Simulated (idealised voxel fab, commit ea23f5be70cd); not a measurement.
Process module under the name voxel self aligned vias
The figure presents cross-section cut, which has a width of 280 nm and is divided into square cells with an edge length of 5 nm.
When this document writes out a cross-section, it uses a grid of square cells and lists it as bands, beginning at the top and moving down, with a band standing for one or more rows of cells. The band entry comprises the height of the band's top followed by the height of its bottom, expressed in nm, and subsequently the band's materials from left to right, each stated together with its width in nm. Where a single material is marked with the word "full width", that material fills the band from edge to edge. The word "empty" represents empty space. Note: height 0 marks the level under which the wafer is uniformly one material as received. Lowest band unbounded below, written "0..down". A two-number width, for instance "30..40", indicates that the width is equal to the first number in the top row of the band and to the second number in the bottom row, and that it changes by a constant amount per row of cells. Where the words "left unchanged" appear for a step, the cross-section shows no cell changed by that step; every cell remained as before. In "Cavities, sealed" the enclosed voids are listed, meaning empty spaces of 8 cells or larger without any opening to the top. The form is width x height at distance, distance from the left edge, units nm. Post-settings text on a step line: simulator's own remark regarding the step. overlay nm: right-of-plan distance of the mask on a masked step; negative values mean left-of-plan.

The process steps that were planned are listed below:
1,RECEIVE (material Si)
2,CONFORMAL_DEP (material SiO2; thk nm 10)
3,CONFORMAL_DEP (material SiCN; thk nm 5)
4,DIRECTIONAL_DEP (material SiO2; thk nm 25)
5,PATTERN (tone open; mask id LINES; material resist; width nm 25; pitch nm 60; thk nm 20; overlay nm 0)
6,DIRECTIONAL_ETCH (etch materials SiO2; depth nm 25)
7,STRIP (etch materials resist)
8,CONFORMAL_DEP (material TiN; thk nm 5)
9,FILL_DEP (material Ru; thk nm 10)
10,CMP (height nm 40)
11,SELECTIVE_ETCH (etch materials W Ru TiN; depth nm 10)
12,FILL_DEP (material SiN; thk nm 5)
13,CMP (height nm 40)
14,DIRECTIONAL_DEP (material SiO2; thk nm 20)
15,MASKED_ETCH (tone open; mask id VIAS; width nm 35; pitch nm 60; etch materials SiO2; depth nm 20; overlay nm 0)
16,MASKED_ETCH (tone open; mask id VIAS; width nm 35; pitch nm 60; etch materials SiN; depth nm 10; overlay nm 0)
17,CONFORMAL_DEP (material TiN; thk nm 5)
18,FILL_DEP (material Ru; thk nm 5)
19,CMP (height nm 60)
20,CONFORMAL_DEP (material SiCN; thk nm 5)

The following pertains to the first of two wafers, which was processed as planned:

Delivered wafer in cross-section: state after step 1:
0..down  Si full width
Cavities, sealed: none

After step 2:
10..0  SiO2 full width
Everything under 0 stays put, no change at all.

After step 3:
15..10  SiCN full width
Everything under 10 stays put, no change at all.

After step 4:
40..15  SiO2 full width
Everything under 15 stays put, no change at all.

After step 5:
60..40  95 nm resist; 25 nm empty; 35 nm resist; 25 nm empty; 100 nm resist
Everything under 40 stays put, no change at all.

After step 6:
60..40  95 nm resist; 25 nm empty; 35 nm resist; 25 nm empty; 100 nm resist
40..15  95 nm SiO2; 25 nm empty; 35 nm SiO2; 25 nm empty; 100 nm SiO2
Everything under 15 stays put, no change at all.

After step 7:
40..15  95 nm SiO2; 25 nm empty; 35 nm SiO2; 25 nm empty; 100 nm SiO2
Everything under 15 stays put, no change at all.

After step 8:
45..40  100 nm TiN; 15 nm empty; 45 nm TiN; 15 nm empty; 105 nm TiN
40..20  95 nm SiO2; 5 nm TiN; 15 nm empty; 5 nm TiN; 35 nm SiO2; 5 nm TiN; 15 nm empty; 5 nm TiN; 100 nm SiO2
20..15  95 nm SiO2; 25 nm TiN; 35 nm SiO2; 25 nm TiN; 100 nm SiO2
Everything under 15 stays put, no change at all.

After step 9:
55..45  Ru full width
45..40  100 nm TiN; 15 nm Ru; 45 nm TiN; 15 nm Ru; 105 nm TiN
40..20  95 nm SiO2; 5 nm TiN; 15 nm Ru; 5 nm TiN; 35 nm SiO2; 5 nm TiN; 15 nm Ru; 5 nm TiN; 100 nm SiO2
Everything under 20 stays put, no change at all.

After step 10:
40..20  95 nm SiO2; 5 nm TiN; 15 nm Ru; 5 nm TiN; 35 nm SiO2; 5 nm TiN; 15 nm Ru; 5 nm TiN; 100 nm SiO2
Everything under 20 stays put, no change at all.

After step 11:
40..30  95 nm SiO2; 25 nm empty; 35 nm SiO2; 25 nm empty; 100 nm SiO2
Everything under 30 stays put, no change at all.

After step 12:
45..40  SiN full width
40..30  95 nm SiO2; 25 nm SiN; 35 nm SiO2; 25 nm SiN; 100 nm SiO2
Everything under 30 stays put, no change at all.

After step 13:
40..30  95 nm SiO2; 25 nm SiN; 35 nm SiO2; 25 nm SiN; 100 nm SiO2
Everything under 30 stays put, no change at all.

After step 14:
60..40  SiO2 full width
Everything under 40 stays put, no change at all.

After step 15:
60..40  90 nm SiO2; 35 nm empty; 25 nm SiO2; 35 nm empty; 95 nm SiO2
Everything under 40 stays put, no change at all.

After step 16:
60..40  90 nm SiO2; 35 nm empty; 25 nm SiO2; 35 nm empty; 95 nm SiO2
40..30  95 nm SiO2; 25 nm empty; 35 nm SiO2; 25 nm empty; 100 nm SiO2
Everything under 30 stays put, no change at all.

After step 17:
65..60  95 nm TiN; 25 nm empty; 35 nm TiN; 25 nm empty; 100 nm TiN
60..45  90 nm SiO2; 5 nm TiN; 25 nm empty; 5 nm TiN; 25 nm SiO2; 5 nm TiN; 25 nm empty; 5 nm TiN; 95 nm SiO2
45..35  90..95 nm SiO2; 10..5 nm TiN; 15 nm empty; 10..5 nm TiN; 25..35 nm SiO2; 10..5 nm TiN; 15 nm empty; 10..5 nm TiN; 95..100 nm SiO2
35..30  95 nm SiO2; 25 nm TiN; 35 nm SiO2; 25 nm TiN; 100 nm SiO2
Everything under 30 stays put, no change at all.

After step 18:
70..65  Ru full width
65..60  95 nm TiN; 25 nm Ru; 35 nm TiN; 25 nm Ru; 100 nm TiN
60..45  90 nm SiO2; 5 nm TiN; 25 nm Ru; 5 nm TiN; 25 nm SiO2; 5 nm TiN; 25 nm Ru; 5 nm TiN; 95 nm SiO2
45..35  90..95 nm SiO2; 10..5 nm TiN; 15 nm Ru; 10..5 nm TiN; 25..35 nm SiO2; 10..5 nm TiN; 15 nm Ru; 10..5 nm TiN; 95..100 nm SiO2
Everything under 35 stays put, no change at all.

After step 19:
60..45  90 nm SiO2; 5 nm TiN; 25 nm Ru; 5 nm TiN; 25 nm SiO2; 5 nm TiN; 25 nm Ru; 5 nm TiN; 95 nm SiO2
Everything under 45 stays put, no change at all.

After step 20:
65..60  SiCN full width
Everything under 60 stays put, no change at all.

Second wafer, same starting conditions and recipe as the first, one mistake in executing it, nothing differs from the first up to and including step 13:

Second wafer, cross-section, planned end of step 14:
40..30  90 nm SiO2; 5 nm empty; 25 nm SiN; 5 nm empty; 25 nm SiO2; 5 nm empty; 25 nm SiN; 5 nm empty; 95 nm SiO2
30..20  90 nm SiO2; 5 nm empty; 5 nm TiN; 15 nm Ru; 5 nm TiN; 5 nm empty; 25 nm SiO2; 5 nm empty; 5 nm TiN; 15 nm Ru; 5 nm TiN; 5 nm empty; 95 nm SiO2
Everything under 20 stays put, no change at all.

Second wafer, cross-section, planned end of step 15:
60..40  90 nm SiO2; 5 nm empty; 25 nm SiO2; 5 nm empty; 25 nm SiO2; 5 nm empty; 25 nm SiO2; 5 nm empty; 95 nm SiO2
40..30  95 nm SiO2; 25 nm SiN; 35 nm SiO2; 25 nm SiN; 100 nm SiO2
30..20  95 nm SiO2; 5 nm TiN; 15 nm Ru; 5 nm TiN; 35 nm SiO2; 5 nm TiN; 15 nm Ru; 5 nm TiN; 100 nm SiO2
Everything under 20 stays put, no change at all.

Second wafer, cross-section, planned end of step 16: left unchanged

Second wafer, cross-section, planned end of step 17:
65..60  TiN full width
60..40  90 nm SiO2; 5 nm TiN; 25 nm SiO2; 5 nm TiN; 25 nm SiO2; 5 nm TiN; 25 nm SiO2; 5 nm TiN; 95 nm SiO2
Everything under 40 stays put, no change at all.

Second wafer, cross-section, planned end of step 18:
70..65  Ru full width
Everything under 65 stays put, no change at all.

Second wafer, cross-section, planned end of step 19:
60..40  90 nm SiO2; 5 nm TiN; 25 nm SiO2; 5 nm TiN; 25 nm SiO2; 5 nm TiN; 25 nm SiO2; 5 nm TiN; 95 nm SiO2
Everything under 40 stays put, no change at all.

Second wafer, cross-section, planned end of step 20:
65..60  SiCN full width
Everything under 60 stays put, no change at all.
Nonconformance to the process plan: deviation from plan: step 15 and step 14 executed in one another's positions
Counted in cells at the end, the second wafer holds more or fewer of these materials than the first: 42 fewer of Ru; 20 more of SiN; 40 more of SiO2; 18 fewer of TiN
